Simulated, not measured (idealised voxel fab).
The name of this process module is voxel capacitor over wiring.
Xsec cut, 165 nm wide, square cell size 5 nm.
We lay out every cross-section as a grid of square cells and spell it out in bands from the top down, where one band means one or more rows of cells.
Heads up on the band format: heights come first, top then bottom, in nm. After that it's the materials left to right, each with its width in nm. A single material flagged "all across" fills the whole band edge to edge, and "empty" means there's empty space there.
Height is counted from the level 0, under which the received wafer is composed throughout of one material. The lowest of the bands is not closed at the bottom but continues downward, in the notation "0 -> down".
A two-number width, for instance "30..40", indicates that the width is equal to the first number in the top row of the band and to the second number in the bottom row, and that it changes by a constant amount per row of cells.
Where a step carries "nothing altered", the cross-section came out of it unchanged, cell for cell.
For the entry "Listed closed voids", the listed items are empty spaces with no open way to the top whose size is 8 cells or more; each item follows the pattern width x height at distance, where distance is from the left edge and all three are in nm.
Past the settings on a step's line: simulator remark, on that step.
"overlay nm" answers the question of how far to the right of plan the mask lay on a step that has a mask, and when it is negative the answer is to the left.
HERE'S WHAT THE PLANNED PROCESS STEPS LOOK LIKE
1 RECEIVE [material Si]
2 CONFORMAL_DEP [material SiO2] [thk nm 15]
3 CONFORMAL_DEP [material SiN] [thk nm 5]
4 DIRECTIONAL_DEP [material SiO2] [thk nm 25]
5 PATTERN [tone open] [mask id METAL_1] [material resist] [width nm 20] [pitch nm 75] [thk nm 20] [overlay nm 0]
6 DIRECTIONAL_ETCH [etch materials SiO2] [depth nm 25]
7 DIRECTIONAL_ETCH [etch materials SiN] [depth nm 5]
8 STRIP [etch materials resist]
9 CONFORMAL_DEP [material TiN] [thk nm 5]
10 FILL_DEP [material Ru] [thk nm 5]
11 CMP [height nm 45]
12 EPI [material Ru] [thk nm 5]
13 FILL_DEP [material SiCN] [thk nm 5]
14 DIRECTIONAL_DEP [material SiO2] [thk nm 20]
15 MASKED_ETCH [tone open] [mask id PLUG_1] [width nm 15] [etch materials SiO2] [depth nm 20] [overlay nm 0]
16 MASKED_ETCH [tone open] [mask id PLUG_1] [width nm 15] [etch materials SiCN] [depth nm 5] [overlay nm 0]
17 EPI [material Ru] [thk nm 10]
18 EPI [material Ru] [thk nm 10]
19 EPI [material Ru] [thk nm 5]
20 DIRECTIONAL_DEP [material TiN] [thk nm 5]
21 DIRECTIONAL_DEP [material SiN] [thk nm 5]
22 DIRECTIONAL_DEP [material TiN] [thk nm 5]
23 DIRECTIONAL_DEP [material aC] [thk nm 15]
24 PATTERN [tone cover] [mask id UPPER_PLATE] [material resist] [width nm 60] [thk nm 30] [overlay nm 0]
25 DIRECTIONAL_ETCH [etch materials aC] [depth nm 15]
26 STRIP [etch materials resist]
27 DIRECTIONAL_ETCH [etch materials TiN] [depth nm 5]
28 DIRECTIONAL_ETCH [etch materials SiN] [depth nm 5]
29 STRIP [etch materials aC]
30 MASKED_ETCH [tone cover] [mask id LOWER_PLATE] [width nm 70] [etch materials TiN] [depth nm 5] [overlay nm 0]
31 FILL_DEP [material SiO2] [thk nm 20]
32 CMP [height nm 105]
33 DIRECTIONAL_DEP [material aC] [thk nm 15]
34 PATTERN [tone open] [mask id PLUG_2] [material resist] [width nm 15] [thk nm 35] [overlay nm 0]
35 DIRECTIONAL_ETCH [etch materials aC] [depth nm 15]
36 STRIP [etch materials resist]
37 DIRECTIONAL_ETCH [etch materials SiO2] [depth nm 15]
38 STRIP [etch materials aC]
39 CONFORMAL_DEP [material TiN] [thk nm 5]
40 FILL_DEP [material Ru] [thk nm 5]
41 CMP [height nm 105]
42 CONFORMAL_DEP [material SiN] [thk nm 5]
FIRST WAFER OF TWO (RUN AS PLANNED)
INCOMING WAFER, CROSS-SECTIONAL VIEW, POST STEP 1
  0 -> down  Si all across
  Listed closed voids: none
HOW THE WAFER STANDS IN SECTION AFTER STEP 2
  15 -> 0  SiO2 all across
  Heights below 0 show no change.
HOW THE WAFER STANDS IN SECTION AFTER STEP 3
  20 -> 15  SiN all across
  Heights below 15 show no change.
HOW THE WAFER STANDS IN SECTION AFTER STEP 4
  45 -> 20  SiO2 all across
  Heights below 20 show no change.
HOW THE WAFER STANDS IN SECTION AFTER STEP 5
  65 -> 45  35 nm resist  20 nm empty  55 nm resist  20 nm empty  35 nm resist
  Heights below 45 show no change.
HOW THE WAFER STANDS IN SECTION AFTER STEP 6
  65 -> 45  35 nm resist  20 nm empty  55 nm resist  20 nm empty  35 nm resist
  45 -> 20  35 nm SiO2  20 nm empty  55 nm SiO2  20 nm empty  35 nm SiO2
  Heights below 20 show no change.
HOW THE WAFER STANDS IN SECTION AFTER STEP 7
  65 -> 45  35 nm resist  20 nm empty  55 nm resist  20 nm empty  35 nm resist
  45 -> 20  35 nm SiO2  20 nm empty  55 nm SiO2  20 nm empty  35 nm SiO2
  20 -> 15  35 nm SiN  20 nm empty  55 nm SiN  20 nm empty  35 nm SiN
  Heights below 15 show no change.
HOW THE WAFER STANDS IN SECTION AFTER STEP 8
  45 -> 20  35 nm SiO2  20 nm empty  55 nm SiO2  20 nm empty  35 nm SiO2
  Heights below 20 show no change.
HOW THE WAFER STANDS IN SECTION AFTER STEP 9
  50 -> 45  40 nm TiN  10 nm empty  65 nm TiN  10 nm empty  40 nm TiN
  45 -> 20  35 nm SiO2  5 nm TiN  10 nm empty  5 nm TiN  55 nm SiO2  5 nm TiN  10 nm empty  5 nm TiN  35 nm SiO2
  20 -> 15  35 nm SiN  20 nm TiN  55 nm SiN  20 nm TiN  35 nm SiN
  Heights below 15 show no change.
HOW THE WAFER STANDS IN SECTION AFTER STEP 10
  55 -> 50  Ru all across
  50 -> 45  40 nm TiN  10 nm Ru  65 nm TiN  10 nm Ru  40 nm TiN
  45 -> 20  35 nm SiO2  5 nm TiN  10 nm Ru  5 nm TiN  55 nm SiO2  5 nm TiN  10 nm Ru  5 nm TiN  35 nm SiO2
  Heights below 20 show no change.
HOW THE WAFER STANDS IN SECTION AFTER STEP 11
  45 -> 20  35 nm SiO2  5 nm TiN  10 nm Ru  5 nm TiN  55 nm SiO2  5 nm TiN  10 nm Ru  5 nm TiN  35 nm SiO2
  Heights below 20 show no change.
HOW THE WAFER STANDS IN SECTION AFTER STEP 12
  50 -> 45  30 nm empty  30 nm Ru  45 nm empty  30 nm Ru  30 nm empty
  Heights below 45 show no change.
HOW THE WAFER STANDS IN SECTION AFTER STEP 13
  55 -> 50  SiCN all across
  50 -> 45  30 nm SiCN  30 nm Ru  45 nm SiCN  30 nm Ru  30 nm SiCN
  Heights below 45 show no change.
HOW THE WAFER STANDS IN SECTION AFTER STEP 14
  75 -> 55  SiO2 all across
  Heights below 55 show no change.
HOW THE WAFER STANDS IN SECTION AFTER STEP 15
  75 -> 55  40 nm SiO2  15 nm empty  110 nm SiO2
  Heights below 55 show no change.
HOW THE WAFER STANDS IN SECTION AFTER STEP 16
  75 -> 55  40 nm SiO2  15 nm empty  110 nm SiO2
  55 -> 50  40 nm SiCN  15 nm empty  110 nm SiCN
  Heights below 50 show no change.
HOW THE WAFER STANDS IN SECTION AFTER STEP 17
  75 -> 60  40 nm SiO2  15 nm empty  110 nm SiO2
  60 -> 55  40 nm SiO2  15 nm Ru  110 nm SiO2
  55 -> 50  40 nm SiCN  15 nm Ru  110 nm SiCN
  Heights below 50 show no change.
HOW THE WAFER STANDS IN SECTION AFTER STEP 18
  75 -> 70  40 nm SiO2  15 nm empty  110 nm SiO2
  70 -> 55  40 nm SiO2  15 nm Ru  110 nm SiO2
  Heights below 55 show no change.
HOW THE WAFER STANDS IN SECTION AFTER STEP 19
  75 -> 55  40 nm SiO2  15 nm Ru  110 nm SiO2
  Heights below 55 show no change.
HOW THE WAFER STANDS IN SECTION AFTER STEP 20
  80 -> 75  TiN all across
  Heights below 75 show no change.
HOW THE WAFER STANDS IN SECTION AFTER STEP 21
  85 -> 80  SiN all across
  Heights below 80 show no change.
HOW THE WAFER STANDS IN SECTION AFTER STEP 22
  90 -> 85  TiN all across
  Heights below 85 show no change.
HOW THE WAFER STANDS IN SECTION AFTER STEP 23
  105 -> 90  aC all across
  Heights below 90 show no change.
HOW THE WAFER STANDS IN SECTION AFTER STEP 24
  135 -> 105  40 nm empty  60 nm resist  65 nm empty
  Heights below 105 show no change.
HOW THE WAFER STANDS IN SECTION AFTER STEP 25
  120 -> 105  40 nm empty  60 nm resist  65 nm empty
  105 -> 90  40 nm empty  60 nm aC  65 nm empty
  Heights below 90 show no change.
HOW THE WAFER STANDS IN SECTION AFTER STEP 26
  105 -> 90  40 nm empty  60 nm aC  65 nm empty
  Heights below 90 show no change.
HOW THE WAFER STANDS IN SECTION AFTER STEP 27
  105 -> 90  40 nm empty  60 nm aC  65 nm empty
  90 -> 85  40 nm empty  60 nm TiN  65 nm empty
  Heights below 85 show no change.
HOW THE WAFER STANDS IN SECTION AFTER STEP 28
  105 -> 90  40 nm empty  60 nm aC  65 nm empty
  90 -> 85  40 nm empty  60 nm TiN  65 nm empty
  85 -> 80  40 nm empty  60 nm SiN  65 nm empty
  Heights below 80 show no change.
HOW THE WAFER STANDS IN SECTION AFTER STEP 29
  90 -> 85  40 nm empty  60 nm TiN  65 nm empty
  Heights below 85 show no change.
HOW THE WAFER STANDS IN SECTION AFTER STEP 30
  90 -> 85  40 nm empty  60 nm TiN  65 nm empty
  85 -> 80  40 nm empty  60 nm SiN  65 nm empty
  80 -> 75  35 nm empty  70 nm TiN  60 nm empty
  Heights below 75 show no change.
HOW THE WAFER STANDS IN SECTION AFTER STEP 31
  110 -> 90  SiO2 all across
  90 -> 85  40 nm SiO2  60 nm TiN  65 nm SiO2
  85 -> 80  40 nm SiO2  60 nm SiN  65 nm SiO2
  80 -> 75  35 nm SiO2  70 nm TiN  60 nm SiO2
  Heights below 75 show no change.
HOW THE WAFER STANDS IN SECTION AFTER STEP 32
  105 -> 90  SiO2 all across
  Heights below 90 show no change.
HOW THE WAFER STANDS IN SECTION AFTER STEP 33
  120 -> 105  aC all across
  Heights below 105 show no change.
HOW THE WAFER STANDS IN SECTION AFTER STEP 34
  155 -> 120  50 nm resist  15 nm empty  100 nm resist
  Heights below 120 show no change.
HOW THE WAFER STANDS IN SECTION AFTER STEP 35
  140 -> 120  50 nm resist  15 nm empty  100 nm resist
  120 -> 105  50 nm aC  15 nm empty  100 nm aC
  Heights below 105 show no change.
HOW THE WAFER STANDS IN SECTION AFTER STEP 36
  120 -> 105  50 nm aC  15 nm empty  100 nm aC
  Heights below 105 show no change.
HOW THE WAFER STANDS IN SECTION AFTER STEP 37
  120 -> 105  50 nm aC  15 nm empty  100 nm aC
  105 -> 90  50 nm SiO2  15 nm empty  100 nm SiO2
  Heights below 90 show no change.
HOW THE WAFER STANDS IN SECTION AFTER STEP 38
  105 -> 90  50 nm SiO2  15 nm empty  100 nm SiO2
  Heights below 90 show no change.
HOW THE WAFER STANDS IN SECTION AFTER STEP 39
  110 -> 105  55 nm TiN  5 nm empty  105 nm TiN
  105 -> 95  50 nm SiO2  5 nm TiN  5 nm empty  5 nm TiN  100 nm SiO2
  95 -> 85  50..40 nm SiO2  15..60 nm TiN  100..65 nm SiO2
  Heights below 85 show no change.
HOW THE WAFER STANDS IN SECTION AFTER STEP 40
  115 -> 110  Ru all across
  110 -> 105  55 nm TiN  5 nm Ru  105 nm TiN
  105 -> 95  50 nm SiO2  5 nm TiN  5 nm Ru  5 nm TiN  100 nm SiO2
  Heights below 95 show no change.
HOW THE WAFER STANDS IN SECTION AFTER STEP 41
  105 -> 95  50 nm SiO2  5 nm TiN  5 nm Ru  5 nm TiN  100 nm SiO2
  Heights below 95 show no change.
HOW THE WAFER STANDS IN SECTION AFTER STEP 42
  110 -> 105  SiN all across
  Heights below 105 show no change.
WHAT FOLLOWS CONCERNS THE SECOND WAFER, WHICH STARTED OUT LIKE THE FIRST AND WAS MEANT TO FOLLOW THE VERY SAME PLAN; ONE MISTAKE CREPT IN WHEN IT WAS RUN, BUT EVERYTHING UP TO AND INCLUDING STEP 23 IS THE SAME AS FOR THE FIRST WAFER
SECOND WAFER SHOWN IN CROSS-SECTION AT THE TIME STEP 24 WAS SLATED TO END
  135 -> 105  35 nm empty  60 nm resist  70 nm empty
  Heights below 105 show no change.
SECOND WAFER SHOWN IN CROSS-SECTION AT THE TIME STEP 25 WAS SLATED TO END
  120 -> 105  35 nm empty  60 nm resist  70 nm empty
  105 -> 90  35 nm empty  60 nm aC  70 nm empty
  Heights below 90 show no change.
SECOND WAFER SHOWN IN CROSS-SECTION AT THE TIME STEP 26 WAS SLATED TO END
  105 -> 90  35 nm empty  60 nm aC  70 nm empty
  Heights below 90 show no change.
SECOND WAFER SHOWN IN CROSS-SECTION AT THE TIME STEP 27 WAS SLATED TO END
  105 -> 90  35 nm empty  60 nm aC  70 nm empty
  90 -> 85  35 nm empty  60 nm TiN  70 nm empty
  Heights below 85 show no change.
SECOND WAFER SHOWN IN CROSS-SECTION AT THE TIME STEP 28 WAS SLATED TO END
  105 -> 90  35 nm empty  60 nm aC  70 nm empty
  90 -> 85  35 nm empty  60 nm TiN  70 nm empty
  85 -> 80  35 nm empty  60 nm SiN  70 nm empty
  Heights below 80 show no change.
SECOND WAFER SHOWN IN CROSS-SECTION AT THE TIME STEP 29 WAS SLATED TO END
  90 -> 85  35 nm empty  60 nm TiN  70 nm empty
  Heights below 85 show no change.
SECOND WAFER SHOWN IN CROSS-SECTION AT THE TIME STEP 30 WAS SLATED TO END
  90 -> 85  35 nm empty  60 nm TiN  70 nm empty
  85 -> 80  35 nm empty  60 nm SiN  70 nm empty
  80 -> 75  35 nm empty  70 nm TiN  60 nm empty
  Heights below 75 show no change.
SECOND WAFER SHOWN IN CROSS-SECTION AT THE TIME STEP 31 WAS SLATED TO END
  110 -> 90  SiO2 all across
  90 -> 85  35 nm SiO2  60 nm TiN  70 nm SiO2
  85 -> 80  35 nm SiO2  60 nm SiN  70 nm SiO2
  80 -> 75  35 nm SiO2  70 nm TiN  60 nm SiO2
  Heights below 75 show no change.
SECOND WAFER SHOWN IN CROSS-SECTION AT THE TIME STEP 32 WAS SLATED TO END
  105 -> 90  SiO2 all across
  Heights below 90 show no change.
SECOND WAFER SHOWN IN CROSS-SECTION AT THE TIME STEP 33 WAS SLATED TO END
  120 -> 105  aC all across
  Heights below 105 show no change.
SECOND WAFER SHOWN IN CROSS-SECTION AT THE TIME STEP 34 WAS SLATED TO END
  155 -> 120  50 nm resist  15 nm empty  100 nm resist
  Heights below 120 show no change.
SECOND WAFER SHOWN IN CROSS-SECTION AT THE TIME STEP 35 WAS SLATED TO END
  140 -> 120  50 nm resist  15 nm empty  100 nm resist
  120 -> 105  50 nm aC  15 nm empty  100 nm aC
  Heights below 105 show no change.
SECOND WAFER SHOWN IN CROSS-SECTION AT THE TIME STEP 36 WAS SLATED TO END
  120 -> 105  50 nm aC  15 nm empty  100 nm aC
  Heights below 105 show no change.
SECOND WAFER SHOWN IN CROSS-SECTION AT THE TIME STEP 37 WAS SLATED TO END
  120 -> 105  50 nm aC  15 nm empty  100 nm aC
  105 -> 90  50 nm SiO2  15 nm empty  100 nm SiO2
  Heights below 90 show no change.
SECOND WAFER SHOWN IN CROSS-SECTION AT THE TIME STEP 38 WAS SLATED TO END
  105 -> 90  50 nm SiO2  15 nm empty  100 nm SiO2
  Heights below 90 show no change.
SECOND WAFER SHOWN IN CROSS-SECTION AT THE TIME STEP 39 WAS SLATED TO END
  110 -> 105  55 nm TiN  5 nm empty  105 nm TiN
  105 -> 95  50 nm SiO2  5 nm TiN  5 nm empty  5 nm TiN  100 nm SiO2
  95 -> 85  50..35 nm SiO2  15..60 nm TiN  100..70 nm SiO2
  Heights below 85 show no change.
SECOND WAFER SHOWN IN CROSS-SECTION AT THE TIME STEP 40 WAS SLATED TO END
  115 -> 110  Ru all across
  110 -> 105  55 nm TiN  5 nm Ru  105 nm TiN
  105 -> 95  50 nm SiO2  5 nm TiN  5 nm Ru  5 nm TiN  100 nm SiO2
  Heights below 95 show no change.
SECOND WAFER SHOWN IN CROSS-SECTION AT THE TIME STEP 41 WAS SLATED TO END
  105 -> 95  50 nm SiO2  5 nm TiN  5 nm Ru  5 nm TiN  100 nm SiO2
  Heights below 95 show no change.
SECOND WAFER SHOWN IN CROSS-SECTION AT THE TIME STEP 42 WAS SLATED TO END
  110 -> 105  SiN all across
  Heights below 105 show no change.
Run error: off-plan run, step 24, actual operation and settings PATTERN [tone cover] [mask id UPPER_PLATE] [material resist] [width nm 60] [thk nm 30] [overlay nm -5]
The concluding comparison shows that, measured in cells, each material is equally abundant on both wafers, albeit at different positions.
